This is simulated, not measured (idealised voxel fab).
The process module that follows is named voxel transistor to metal.
The cross-section shown here is cut; it is 145 nm wide and divided into square cells measuring 5 nm on a side.
Reading order for cross-sections: top band down to bottom band. Underlying form: a grid of square cells. Band size: one or more rows of cells. Quick guide to a band line: top height, bottom height (nm) up front; then every material left to right with its width in nm. Only one material and it's marked "all across"? Then it fills the band edge to edge. And "empty" just means empty space. Note: height 0 marks the level under which the wafer is uniformly one material as received. Lowest band unbounded below, written "0 down". The two numbers in a width such as "30->40" mark its ends across the band: the first belongs to the top row of cells, the second to the bottom row, and from each row to the next the width moves by the same amount. "all unchanged" after a step means that no cell of the cross-section changed. "Trapped void list" means: voids of 8 cells or more that are shut off from the top with no open way through. Written width x height at distance, distance from the left edge, in nm. That trailing text on a step's line, after the settings, is the simulator's own remark on the step. Each step line may optionally specify "overlay nm", which for a step with a mask gives the rightward distance between the mask's planned place and where it lay, a negative value indicating the leftward direction.
[Listed below are the process steps as planned]
| 1 | RECEIVE,material Si |
| 2 | OXIDIZE,depth nm 5 |
| 3 | CONFORMAL_DEP,material SiN,thk nm 10 |
| 4 | PATTERN,tone cover,mask id ACTIVE,material resist,width nm 85,thk nm 15,overlay nm 0 |
| 5 | DIRECTIONAL_ETCH,etch materials SiN,depth nm 10 |
| 6 | DIRECTIONAL_ETCH,etch materials SiO2,depth nm 5 |
| 7 | DIRECTIONAL_ETCH,etch materials Si,depth nm 25 |
| 8 | STRIP,etch materials resist |
| 9 | FILL_DEP,material SiO2,thk nm 5 |
| 10 | CMP,height nm 10 |
| 11 | SELECTIVE_ETCH,etch materials SiO2,depth nm 5 |
| 12 | STRIP,etch materials SiN |
| 13 | SELECTIVE_ETCH,etch materials SiO2,depth nm 5 |
| 14 | OXIDIZE,depth nm 5 |
| 15 | DIRECTIONAL_DEP,material polySi,thk nm 25 |
| 16 | DIRECTIONAL_DEP,material SiCN,thk nm 15 |
| 17 | MASKED_ETCH,tone cover,mask id GATE,width nm 15,etch materials SiCN,depth nm 25,overlay nm 0 |
| 18 | MASKED_ETCH,tone cover,mask id GATE,width nm 15,etch materials polySi,depth nm 35,overlay nm 0 |
| 19 | CONFORMAL_DEP,material SiO2,thk nm 5 |
| 20 | DIRECTIONAL_ETCH,etch materials SiO2,depth nm 5 |
| 21 | CONFORMAL_DEP,material SiN,thk nm 10 |
| 22 | DIRECTIONAL_ETCH,etch materials SiN,depth nm 10 |
| 23 | DIRECTIONAL_ETCH,etch materials SiO2,depth nm 5 |
| 24 | DIRECTIONAL_ETCH,etch materials Si,depth nm 5 |
| 25 | EPI,material SiGe,thk nm 5 |
| 26 | FILL_DEP,material SiO2,thk nm 10 |
| 27 | CMP,height nm 35 |
| 28 | DIRECTIONAL_DEP,material SiO2,thk nm 15 |
| 29 | PATTERN,tone open,mask id CONTACT,material resist,width nm 25,pitch nm 50,thk nm 15,overlay nm 0 |
| 30 | DIRECTIONAL_ETCH,etch materials SiO2,depth nm 55 |
| 31 | STRIP,etch materials resist |
| 32 | CONFORMAL_DEP,material TiN,thk nm 5 |
| 33 | FILL_DEP,material W,thk nm 5 |
| 34 | CMP,height nm 50 |
| 35 | DIRECTIONAL_DEP,material TiN,thk nm 5 |
| 36 | DIRECTIONAL_DEP,material W,thk nm 25 |
| 37 | MASKED_ETCH,tone cover,mask id METAL_1,width nm 15,pitch nm 60,etch materials W,depth nm 25,overlay nm 0 |
| 38 | MASKED_ETCH,tone cover,mask id METAL_1,width nm 15,pitch nm 60,etch materials TiN,depth nm 5,overlay nm 0 |
| 39 | CONFORMAL_DEP,material SiCN,thk nm 5 |
| 40 | FILL_DEP,material SiO2,thk nm 10 |
| 41 | CMP,height nm 80 |
| 42 | CONFORMAL_DEP,material SiCN,thk nm 5 |
[Account of the first of two wafers, which was processed as intended]
[Here's what the wafer looked like in cross-section when it arrived - that's after step 1]
> 0 down = Si all across
> Trapped void list: none
[Presented here is a cross-section of the wafer after step 2 has been performed]
> 0 to -5 = SiO2 all across
> At heights below -5, the structure remains unaltered.
[Presented here is a cross-section of the wafer after step 3 has been performed]
> 10 to 0 = SiN all across
> At heights below 0, the structure remains unaltered.
[Presented here is a cross-section of the wafer after step 4 has been performed]
> 25 to 10 = 30 of empty; 85 of resist; 30 of empty
> At heights below 10, the structure remains unaltered.
[Presented here is a cross-section of the wafer after step 5 has been performed]
> 25 to 10 = 30 of empty; 85 of resist; 30 of empty
> 10 to 0 = 30 of empty; 85 of SiN; 30 of empty
> At heights below 0, the structure remains unaltered.
[Presented here is a cross-section of the wafer after step 6 has been performed]
> 25 to 10 = 30 of empty; 85 of resist; 30 of empty
> 10 to 0 = 30 of empty; 85 of SiN; 30 of empty
> 0 to -5 = 30 of empty; 85 of SiO2; 30 of empty
> At heights below -5, the structure remains unaltered.
[Presented here is a cross-section of the wafer after step 7 has been performed]
> 25 to 10 = 30 of empty; 85 of resist; 30 of empty
> 10 to 0 = 30 of empty; 85 of SiN; 30 of empty
> 0 to -5 = 30 of empty; 85 of SiO2; 30 of empty
> -5 to -30 = 30 of empty; 85 of Si; 30 of empty
> At heights below -30, the structure remains unaltered.
[Presented here is a cross-section of the wafer after step 8 has been performed]
> 10 to 0 = 30 of empty; 85 of SiN; 30 of empty
> At heights below 0, the structure remains unaltered.
[Presented here is a cross-section of the wafer after step 9 has been performed]
> 15 to 10 = SiO2 all across
> 10 to 0 = 30 of SiO2; 85 of SiN; 30 of SiO2
> 0 to -5 = SiO2 all across
> -5 to -30 = 30 of SiO2; 85 of Si; 30 of SiO2
> At heights below -30, the structure remains unaltered.
[Presented here is a cross-section of the wafer after step 10 has been performed]
> 10 to 0 = 30 of SiO2; 85 of SiN; 30 of SiO2
> At heights below 0, the structure remains unaltered.
[Presented here is a cross-section of the wafer after step 11 has been performed]
> 10 to 5 = 30 of empty; 85 of SiN; 30 of empty
> At heights below 5, the structure remains unaltered.
[Presented here is a cross-section of the wafer after step 12 has been performed]
> 5 to 0 = 30 of SiO2; 85 of empty; 30 of SiO2
> At heights below 0, the structure remains unaltered.
[Presented here is a cross-section of the wafer after step 13 has been performed]
> 0 to -5 = 25 of SiO2; 95 of empty; 25 of SiO2
> At heights below -5, the structure remains unaltered.
[Presented here is a cross-section of the wafer after step 14 has been performed]
> 0 to -5 = 25 of SiO2; 95 of empty; 25 of SiO2
> -5 to -10 = SiO2 all across
> At heights below -10, the structure remains unaltered.
[Presented here is a cross-section of the wafer after step 15 has been performed]
> 25 to 20 = 25 of polySi; 95 of empty; 25 of polySi
> 20 to 0 = polySi all across
> 0 to -5 = 25 of SiO2; 95 of polySi; 25 of SiO2
> At heights below -5, the structure remains unaltered.
[Presented here is a cross-section of the wafer after step 16 has been performed]
> 40 to 35 = 25 of SiCN; 95 of empty; 25 of SiCN
> 35 to 25 = SiCN all across
> 25 to 20 = 25 of polySi; 95 of SiCN; 25 of polySi
> At heights below 20, the structure remains unaltered.
[Presented here is a cross-section of the wafer after step 17 has been performed]
> 35 to 25 = 65 of empty; 15 of SiCN; 65 of empty
> 25 to 20 = 25 of polySi; 40 of empty; 15 of SiCN; 40 of empty; 25 of polySi
> At heights below 20, the structure remains unaltered.
[Presented here is a cross-section of the wafer after step 18 has been performed]
> 35 to 20 = 65 of empty; 15 of SiCN; 65 of empty
> 20 to 0 = 65 of empty; 15 of polySi; 65 of empty
> 0 to -5 = 25 of SiO2; 40 of empty; 15 of polySi; 40 of empty; 25 of SiO2
> At heights below -5, the structure remains unaltered.
[Presented here is a cross-section of the wafer after step 19 has been performed]
> 40 to 35 = 60 of empty; 25 of SiO2; 60 of empty
> 35 to 20 = 60 of empty; 5 of SiO2; 15 of SiCN; 5 of SiO2; 60 of empty
> 20 to 5 = 60 of empty; 5 of SiO2; 15 of polySi; 5 of SiO2; 60 of empty
> 5 to 0 = 30 of SiO2; 30 of empty; 5 of SiO2; 15 of polySi; 5 of SiO2; 30 of empty; 30 of SiO2
> 0 to -5 = 65 of SiO2; 15 of polySi; 65 of SiO2
> At heights below -5, the structure remains unaltered.
[Presented here is a cross-section of the wafer after step 20 has been performed]
> 35 to 20 = 60 of empty; 5 of SiO2; 15 of SiCN; 5 of SiO2; 60 of empty
> 20 to 0 = 60 of empty; 5 of SiO2; 15 of polySi; 5 of SiO2; 60 of empty
> 0 to -5 = 30 of SiO2; 30 of empty; 5 of SiO2; 15 of polySi; 5 of SiO2; 30 of empty; 30 of SiO2
> At heights below -5, the structure remains unaltered.
[Presented here is a cross-section of the wafer after step 21 has been performed]
> 45 to 35 = 50 of empty; 45 of SiN; 50 of empty
> 35 to 20 = 50 of empty; 10 of SiN; 5 of SiO2; 15 of SiCN; 5 of SiO2; 10 of SiN; 50 of empty
> 20 to 10 = 50 of empty; 10 of SiN; 5 of SiO2; 15 of polySi; 5 of SiO2; 10 of SiN; 50 of empty
> 10 to 5 = 40 of SiN; 10 of empty; 10 of SiN; 5 of SiO2; 15 of polySi; 5 of SiO2; 10 of SiN; 10 of empty; 40 of SiN
> 5 to 0 = 60 of SiN; 5 of SiO2; 15 of polySi; 5 of SiO2; 60 of SiN
> 0 to -5 = 30 of SiO2; 30 of SiN; 5 of SiO2; 15 of polySi; 5 of SiO2; 30 of SiN; 30 of SiO2
> At heights below -5, the structure remains unaltered.
[Presented here is a cross-section of the wafer after step 22 has been performed]
> 35 to 20 = 50 of empty; 10 of SiN; 5 of SiO2; 15 of SiCN; 5 of SiO2; 10 of SiN; 50 of empty
> 20 to 0 = 50 of empty; 10 of SiN; 5 of SiO2; 15 of polySi; 5 of SiO2; 10 of SiN; 50 of empty
> 0 to -5 = 30 of SiO2; 10 of SiN; 10 of empty; 10 of SiN; 5 of SiO2; 15 of polySi; 5 of SiO2; 10 of SiN; 10 of empty; 10 of SiN; 30 of SiO2
> At heights below -5, the structure remains unaltered.
[Presented here is a cross-section of the wafer after step 23 has been performed]
> 35 to 30 = 50 of empty; 10 of SiN; 5 of empty; 15 of SiCN; 5 of empty; 10 of SiN; 50 of empty
> 30 to 20 = 50 of empty; 10 of SiN; 5 of SiO2; 15 of SiCN; 5 of SiO2; 10 of SiN; 50 of empty
> 20 to 0 = 50 of empty; 10 of SiN; 5 of SiO2; 15 of polySi; 5 of SiO2; 10 of SiN; 50 of empty
> 0 to -5 = 30 of empty; 10 of SiN; 10 of empty; 10 of SiN; 5 of SiO2; 15 of polySi; 5 of SiO2; 10 of SiN; 10 of empty; 10 of SiN; 30 of empty
> -5 to -10 = 40 of SiO2; 10 of empty; 45 of SiO2; 10 of empty; 40 of SiO2
> At heights below -10, the structure remains unaltered.
[Presented here is a cross-section of the wafer after step 24 has been performed]
> 35 to 30 = 50 of empty; 10 of SiN; 5 of empty; 15 of SiCN; 5 of empty; 10 of SiN; 50 of empty
> 30 to 20 = 50 of empty; 10 of SiN; 5 of SiO2; 15 of SiCN; 5 of SiO2; 10 of SiN; 50 of empty
> 20 to 0 = 50 of empty; 10 of SiN; 5 of SiO2; 15 of polySi; 5 of SiO2; 10 of SiN; 50 of empty
> 0 to -5 = 30 of empty; 10 of SiN; 10 of empty; 10 of SiN; 5 of SiO2; 15 of polySi; 5 of SiO2; 10 of SiN; 10 of empty; 10 of SiN; 30 of empty
> -5 to -10 = 40 of SiO2; 10 of empty; 45 of SiO2; 10 of empty; 40 of SiO2
> -10 to -15 = 30 of SiO2; 10 of Si; 10 of empty; 45 of Si; 10 of empty; 10 of Si; 30 of SiO2
> At heights below -15, the structure remains unaltered.
[Presented here is a cross-section of the wafer after step 25 has been performed]
> 35 to 30 = 50 of empty; 10 of SiN; 5 of empty; 15 of SiCN; 5 of empty; 10 of SiN; 50 of empty
> 30 to 20 = 50 of empty; 10 of SiN; 5 of SiO2; 15 of SiCN; 5 of SiO2; 10 of SiN; 50 of empty
> 20 to 0 = 50 of empty; 10 of SiN; 5 of SiO2; 15 of polySi; 5 of SiO2; 10 of SiN; 50 of empty
> 0 to -5 = 30 of empty; 10 of SiN; 10 of empty; 10 of SiN; 5 of SiO2; 15 of polySi; 5 of SiO2; 10 of SiN; 10 of empty; 10 of SiN; 30 of empty
> -5 to -10 = 40 of SiO2; 10 of SiGe; 45 of SiO2; 10 of SiGe; 40 of SiO2
> -10 to -15 = 30 of SiO2; 10 of Si; 10 of SiGe; 45 of Si; 10 of SiGe; 10 of Si; 30 of SiO2
> At heights below -15, the structure remains unaltered.
[Presented here is a cross-section of the wafer after step 26 has been performed]
> 45 to 35 = SiO2 all across
> 35 to 20 = 50 of SiO2; 10 of SiN; 5 of SiO2; 15 of SiCN; 5 of SiO2; 10 of SiN; 50 of SiO2
> 20 to 0 = 50 of SiO2; 10 of SiN; 5 of SiO2; 15 of polySi; 5 of SiO2; 10 of SiN; 50 of SiO2
> 0 to -5 = 30 of SiO2; 10 of SiN; 10 of SiO2; 10 of SiN; 5 of SiO2; 15 of polySi; 5 of SiO2; 10 of SiN; 10 of SiO2; 10 of SiN; 30 of SiO2
> At heights below -5, the structure remains unaltered.
[Presented here is a cross-section of the wafer after step 27 has been performed]
> 35 to 20 = 50 of SiO2; 10 of SiN; 5 of SiO2; 15 of SiCN; 5 of SiO2; 10 of SiN; 50 of SiO2
> At heights below 20, the structure remains unaltered.
[Presented here is a cross-section of the wafer after step 28 has been performed]
> 50 to 35 = SiO2 all across
> At heights below 35, the structure remains unaltered.
[Presented here is a cross-section of the wafer after step 29 has been performed]
> 65 to 50 = 35 of resist; 25 of empty; 25 of resist; 25 of empty; 35 of resist
> At heights below 50, the structure remains unaltered.
[Presented here is a cross-section of the wafer after step 30 has been performed]
> 65 to 50 = 35 of resist; 25 of empty; 25 of resist; 25 of empty; 35 of resist
> 50 to 35 = 35 of SiO2; 25 of empty; 25 of SiO2; 25 of empty; 35 of SiO2
> 35 to 20 = 35 of SiO2; 15 of empty; 10 of SiN; 5 of SiO2; 15 of SiCN; 5 of SiO2; 10 of SiN; 15 of empty; 35 of SiO2
> 20 to 0 = 35 of SiO2; 15 of empty; 10 of SiN; 5 of SiO2; 15 of polySi; 5 of SiO2; 10 of SiN; 15 of empty; 35 of SiO2
> 0 to -5 = 30 of SiO2; 10 of SiN; 10 of empty; 10 of SiN; 5 of SiO2; 15 of polySi; 5 of SiO2; 10 of SiN; 10 of empty; 10 of SiN; 30 of SiO2
> At heights below -5, the structure remains unaltered.
[Presented here is a cross-section of the wafer after step 31 has been performed]
> 50 to 35 = 35 of SiO2; 25 of empty; 25 of SiO2; 25 of empty; 35 of SiO2
> At heights below 35, the structure remains unaltered.
[Presented here is a cross-section of the wafer after step 32 has been performed]
> 55 to 50 = 40 of TiN; 15 of empty; 35 of TiN; 15 of empty; 40 of TiN
> 50 to 40 = 35 of SiO2; 5 of TiN; 15 of empty; 5 of TiN; 25 of SiO2; 5 of TiN; 15 of empty; 5 of TiN; 35 of SiO2
> 40 to 35 = 35 of SiO2; 5 of TiN; 5 of empty; 15 of TiN; 25 of SiO2; 15 of TiN; 5 of empty; 5 of TiN; 35 of SiO2
> 35 to 20 = 35 of SiO2; 5 of TiN; 5 of empty; 5 of TiN; 10 of SiN; 5 of SiO2; 15 of SiCN; 5 of SiO2; 10 of SiN; 5 of TiN; 5 of empty; 5 of TiN; 35 of SiO2
> 20 to 5 = 35 of SiO2; 5 of TiN; 5 of empty; 5 of TiN; 10 of SiN; 5 of SiO2; 15 of polySi; 5 of SiO2; 10 of SiN; 5 of TiN; 5 of empty; 5 of TiN; 35 of SiO2
> 5 to 0 = 35 of SiO2; 15 of TiN; 10 of SiN; 5 of SiO2; 15 of polySi; 5 of SiO2; 10 of SiN; 15 of TiN; 35 of SiO2
> 0 to -5 = 30 of SiO2; 10 of SiN; 10 of TiN; 10 of SiN; 5 of SiO2; 15 of polySi; 5 of SiO2; 10 of SiN; 10 of TiN; 10 of SiN; 30 of SiO2
> At heights below -5, the structure remains unaltered.
[Presented here is a cross-section of the wafer after step 33 has been performed]
> 60 to 55 = W all across
> 55 to 50 = 40 of TiN; 15 of W; 35 of TiN; 15 of W; 40 of TiN
> 50 to 40 = 35 of SiO2; 5 of TiN; 15 of W; 5 of TiN; 25 of SiO2; 5 of TiN; 15 of W; 5 of TiN; 35 of SiO2
> 40 to 35 = 35 of SiO2; 5 of TiN; 5 of W; 15 of TiN; 25 of SiO2; 15 of TiN; 5 of W; 5 of TiN; 35 of SiO2
> 35 to 20 = 35 of SiO2; 5 of TiN; 5 of W; 5 of TiN; 10 of SiN; 5 of SiO2; 15 of SiCN; 5 of SiO2; 10 of SiN; 5 of TiN; 5 of W; 5 of TiN; 35 of SiO2
> 20 to 5 = 35 of SiO2; 5 of TiN; 5 of W; 5 of TiN; 10 of SiN; 5 of SiO2; 15 of polySi; 5 of SiO2; 10 of SiN; 5 of TiN; 5 of W; 5 of TiN; 35 of SiO2
> At heights below 5, the structure remains unaltered.
[Presented here is a cross-section of the wafer after step 34 has been performed]
> 50 to 40 = 35 of SiO2; 5 of TiN; 15 of W; 5 of TiN; 25 of SiO2; 5 of TiN; 15 of W; 5 of TiN; 35 of SiO2
> At heights below 40, the structure remains unaltered.
[Presented here is a cross-section of the wafer after step 35 has been performed]
> 55 to 50 = TiN all across
> At heights below 50, the structure remains unaltered.
[Presented here is a cross-section of the wafer after step 36 has been performed]
> 80 to 55 = W all across
> At heights below 55, the structure remains unaltered.
[Presented here is a cross-section of the wafer after step 37 has been performed]
> 80 to 55 = 35 of empty; 15 of W; 45 of empty; 15 of W; 35 of empty
> At heights below 55, the structure remains unaltered.
[Presented here is a cross-section of the wafer after step 38 has been performed]
> 80 to 55 = 35 of empty; 15 of W; 45 of empty; 15 of W; 35 of empty
> 55 to 50 = 35 of empty; 15 of TiN; 45 of empty; 15 of TiN; 35 of empty
> At heights below 50, the structure remains unaltered.
[Presented here is a cross-section of the wafer after step 39 has been performed]
> 85 to 80 = 30 of empty; 25 of SiCN; 35 of empty; 25 of SiCN; 30 of empty
> 80 to 55 = 30 of empty; 5 of SiCN; 15 of W; 5 of SiCN; 35 of empty; 5 of SiCN; 15 of W; 5 of SiCN; 30 of empty
> 55 to 50 = 35 of SiCN; 15 of TiN; 45 of SiCN; 15 of TiN; 35 of SiCN
> At heights below 50, the structure remains unaltered.
[Presented here is a cross-section of the wafer after step 40 has been performed]
> 95 to 85 = SiO2 all across
> 85 to 80 = 30 of SiO2; 25 of SiCN; 35 of SiO2; 25 of SiCN; 30 of SiO2
> 80 to 55 = 30 of SiO2; 5 of SiCN; 15 of W; 5 of SiCN; 35 of SiO2; 5 of SiCN; 15 of W; 5 of SiCN; 30 of SiO2
> At heights below 55, the structure remains unaltered.
[Presented here is a cross-section of the wafer after step 41 has been performed]
> 80 to 55 = 30 of SiO2; 5 of SiCN; 15 of W; 5 of SiCN; 35 of SiO2; 5 of SiCN; 15 of W; 5 of SiCN; 30 of SiO2
> At heights below 55, the structure remains unaltered.
[Presented here is a cross-section of the wafer after step 42 has been performed]
> 85 to 80 = SiCN all across
> At heights below 80, the structure remains unaltered.
[The remaining wafer, second of the two, started like the first and was run to the same plan, except that one mistake was made along the way; the two coincide through step 15, inclusive]
[Second wafer, sectioned view, at step 16's planned end time]
> 55 to 50 = 25 of SiCN; 95 of empty; 25 of SiCN
> 50 to 25 = SiCN all across
> 25 to 20 = 25 of polySi; 95 of SiCN; 25 of polySi
> At heights below 20, the structure remains unaltered.
[Second wafer, sectioned view, at step 17's planned end time]
> 50 to 30 = 65 of empty; 15 of SiCN; 65 of empty
> 30 to 25 = 25 of SiCN; 40 of empty; 15 of SiCN; 40 of empty; 25 of SiCN
> At heights below 25, the structure remains unaltered.
Second wafer, sectioned view, at step 18's planned end time: all unchanged
[Second wafer, sectioned view, at step 19's planned end time]
> 55 to 50 = 60 of empty; 25 of SiO2; 60 of empty
> 50 to 35 = 60 of empty; 5 of SiO2; 15 of SiCN; 5 of SiO2; 60 of empty
> 35 to 30 = 30 of SiO2; 30 of empty; 5 of SiO2; 15 of SiCN; 5 of SiO2; 30 of empty; 30 of SiO2
> 30 to 25 = 25 of SiCN; 40 of SiO2; 15 of SiCN; 40 of SiO2; 25 of SiCN
> At heights below 25, the structure remains unaltered.
[Second wafer, sectioned view, at step 20's planned end time]
> 50 to 30 = 60 of empty; 5 of SiO2; 15 of SiCN; 5 of SiO2; 60 of empty
> 30 to 25 = 25 of SiCN; 5 of SiO2; 30 of empty; 5 of SiO2; 15 of SiCN; 5 of SiO2; 30 of empty; 5 of SiO2; 25 of SiCN
> At heights below 25, the structure remains unaltered.
[Second wafer, sectioned view, at step 21's planned end time]
> 60 to 50 = 50 of empty; 45 of SiN; 50 of empty
> 50 to 40 = 50 of empty; 10 of SiN; 5 of SiO2; 15 of SiCN; 5 of SiO2; 10 of SiN; 50 of empty
> 40 to 35 = 40 of SiN; 10 of empty; 10 of SiN; 5 of SiO2; 15 of SiCN; 5 of SiO2; 10 of SiN; 10 of empty; 40 of SiN
> 35 to 30 = 60 of SiN; 5 of SiO2; 15 of SiCN; 5 of SiO2; 60 of SiN
> 30 to 25 = 25 of SiCN; 5 of SiO2; 30 of SiN; 5 of SiO2; 15 of SiCN; 5 of SiO2; 30 of SiN; 5 of SiO2; 25 of SiCN
> At heights below 25, the structure remains unaltered.
[Second wafer, sectioned view, at step 22's planned end time]
> 50 to 30 = 50 of empty; 10 of SiN; 5 of SiO2; 15 of SiCN; 5 of SiO2; 10 of SiN; 50 of empty
> 30 to 25 = 25 of SiCN; 5 of SiO2; 10 of SiN; 10 of empty; 10 of SiN; 5 of SiO2; 15 of SiCN; 5 of SiO2; 10 of SiN; 10 of empty; 10 of SiN; 5 of SiO2; 25 of SiCN
> At heights below 25, the structure remains unaltered.
[Second wafer, sectioned view, at step 23's planned end time]
> 50 to 45 = 50 of empty; 10 of SiN; 5 of empty; 15 of SiCN; 5 of empty; 10 of SiN; 50 of empty
> 45 to 30 = 50 of empty; 10 of SiN; 5 of SiO2; 15 of SiCN; 5 of SiO2; 10 of SiN; 50 of empty
> 30 to 25 = 25 of SiCN; 5 of empty; 10 of SiN; 10 of empty; 10 of SiN; 5 of SiO2; 15 of SiCN; 5 of SiO2; 10 of SiN; 10 of empty; 10 of SiN; 5 of empty; 25 of SiCN
> At heights below 25, the structure remains unaltered.
Second wafer, sectioned view, at step 24's planned end time: all unchanged
Second wafer, sectioned view, at step 25's planned end time: all unchanged
[Second wafer, sectioned view, at step 26's planned end time]
> 60 to 50 = SiO2 all across
> 50 to 30 = 50 of SiO2; 10 of SiN; 5 of SiO2; 15 of SiCN; 5 of SiO2; 10 of SiN; 50 of SiO2
> 30 to 25 = 25 of SiCN; 5 of SiO2; 10 of SiN; 10 of SiO2; 10 of SiN; 5 of SiO2; 15 of SiCN; 5 of SiO2; 10 of SiN; 10 of SiO2; 10 of SiN; 5 of SiO2; 25 of SiCN
> At heights below 25, the structure remains unaltered.
[Second wafer, sectioned view, at step 27's planned end time]
> 35 to 30 = 50 of SiO2; 10 of SiN; 5 of SiO2; 15 of SiCN; 5 of SiO2; 10 of SiN; 50 of SiO2
> At heights below 30, the structure remains unaltered.
[Second wafer, sectioned view, at step 28's planned end time]
> 50 to 35 = SiO2 all across
> At heights below 35, the structure remains unaltered.
[Second wafer, sectioned view, at step 29's planned end time]
> 65 to 50 = 35 of resist; 25 of empty; 25 of resist; 25 of empty; 35 of resist
> At heights below 50, the structure remains unaltered.
[Second wafer, sectioned view, at step 30's planned end time]
> 65 to 50 = 35 of resist; 25 of empty; 25 of resist; 25 of empty; 35 of resist
> 50 to 35 = 35 of SiO2; 25 of empty; 25 of SiO2; 25 of empty; 35 of SiO2
> 35 to 30 = 35 of SiO2; 15 of empty; 10 of SiN; 5 of SiO2; 15 of SiCN; 5 of SiO2; 10 of SiN; 15 of empty; 35 of SiO2
> 30 to 25 = 25 of SiCN; 5 of SiO2; 10 of SiN; 10 of empty; 10 of SiN; 5 of SiO2; 15 of SiCN; 5 of SiO2; 10 of SiN; 10 of empty; 10 of SiN; 5 of SiO2; 25 of SiCN
> At heights below 25, the structure remains unaltered.
[Second wafer, sectioned view, at step 31's planned end time]
> 50 to 35 = 35 of SiO2; 25 of empty; 25 of SiO2; 25 of empty; 35 of SiO2
> At heights below 35, the structure remains unaltered.
[Second wafer, sectioned view, at step 32's planned end time]
> 55 to 50 = 40 of TiN; 15 of empty; 35 of TiN; 15 of empty; 40 of TiN
> 50 to 40 = 35 of SiO2; 5 of TiN; 15 of empty; 5 of TiN; 25 of SiO2; 5 of TiN; 15 of empty; 5 of TiN; 35 of SiO2
> 40 to 35 = 35 of SiO2; 5 of TiN; 5 of empty; 15 of TiN; 25 of SiO2; 15 of TiN; 5 of empty; 5 of TiN; 35 of SiO2
> 35 to 30 = 35 of SiO2; 15 of TiN; 10 of SiN; 5 of SiO2; 15 of SiCN; 5 of SiO2; 10 of SiN; 15 of TiN; 35 of SiO2
> 30 to 25 = 25 of SiCN; 5 of SiO2; 10 of SiN; 10 of TiN; 10 of SiN; 5 of SiO2; 15 of SiCN; 5 of SiO2; 10 of SiN; 10 of TiN; 10 of SiN; 5 of SiO2; 25 of SiCN
> At heights below 25, the structure remains unaltered.
[Second wafer, sectioned view, at step 33's planned end time]
> 60 to 55 = W all across
> 55 to 50 = 40 of TiN; 15 of W; 35 of TiN; 15 of W; 40 of TiN
> 50 to 40 = 35 of SiO2; 5 of TiN; 15 of W; 5 of TiN; 25 of SiO2; 5 of TiN; 15 of W; 5 of TiN; 35 of SiO2
> 40 to 35 = 35 of SiO2; 5 of TiN; 5 of W; 15 of TiN; 25 of SiO2; 15 of TiN; 5 of W; 5 of TiN; 35 of SiO2
> At heights below 35, the structure remains unaltered.
[Second wafer, sectioned view, at step 34's planned end time]
> 50 to 40 = 35 of SiO2; 5 of TiN; 15 of W; 5 of TiN; 25 of SiO2; 5 of TiN; 15 of W; 5 of TiN; 35 of SiO2
> At heights below 40, the structure remains unaltered.
[Second wafer, sectioned view, at step 35's planned end time]
> 55 to 50 = TiN all across
> At heights below 50, the structure remains unaltered.
[Second wafer, sectioned view, at step 36's planned end time]
> 80 to 55 = W all across
> At heights below 55, the structure remains unaltered.
[Second wafer, sectioned view, at step 37's planned end time]
> 80 to 55 = 35 of empty; 15 of W; 45 of empty; 15 of W; 35 of empty
> At heights below 55, the structure remains unaltered.
[Second wafer, sectioned view, at step 38's planned end time]
> 80 to 55 = 35 of empty; 15 of W; 45 of empty; 15 of W; 35 of empty
> 55 to 50 = 35 of empty; 15 of TiN; 45 of empty; 15 of TiN; 35 of empty
> At heights below 50, the structure remains unaltered.
[Second wafer, sectioned view, at step 39's planned end time]
> 85 to 80 = 30 of empty; 25 of SiCN; 35 of empty; 25 of SiCN; 30 of empty
> 80 to 55 = 30 of empty; 5 of SiCN; 15 of W; 5 of SiCN; 35 of empty; 5 of SiCN; 15 of W; 5 of SiCN; 30 of empty
> 55 to 50 = 35 of SiCN; 15 of TiN; 45 of SiCN; 15 of TiN; 35 of SiCN
> At heights below 50, the structure remains unaltered.
[Second wafer, sectioned view, at step 40's planned end time]
> 95 to 85 = SiO2 all across
> 85 to 80 = 30 of SiO2; 25 of SiCN; 35 of SiO2; 25 of SiCN; 30 of SiO2
> 80 to 55 = 30 of SiO2; 5 of SiCN; 15 of W; 5 of SiCN; 35 of SiO2; 5 of SiCN; 15 of W; 5 of SiCN; 30 of SiO2
> At heights below 55, the structure remains unaltered.
[Second wafer, sectioned view, at step 41's planned end time]
> 80 to 55 = 30 of SiO2; 5 of SiCN; 15 of W; 5 of SiCN; 35 of SiO2; 5 of SiCN; 15 of W; 5 of SiCN; 30 of SiO2
> At heights below 55, the structure remains unaltered.
[Second wafer, sectioned view, at step 42's planned end time]
> 85 to 80 = SiCN all across
> At heights below 80, the structure remains unaltered.
Finding, execution versus plan: the plan had its step 16 run twice
at the end the second wafer has, in cells: Si +4 | SiCN +26 | SiGe -8 | SiN -24 | SiO2 -92 | TiN -24 | W -12 | polySi +130
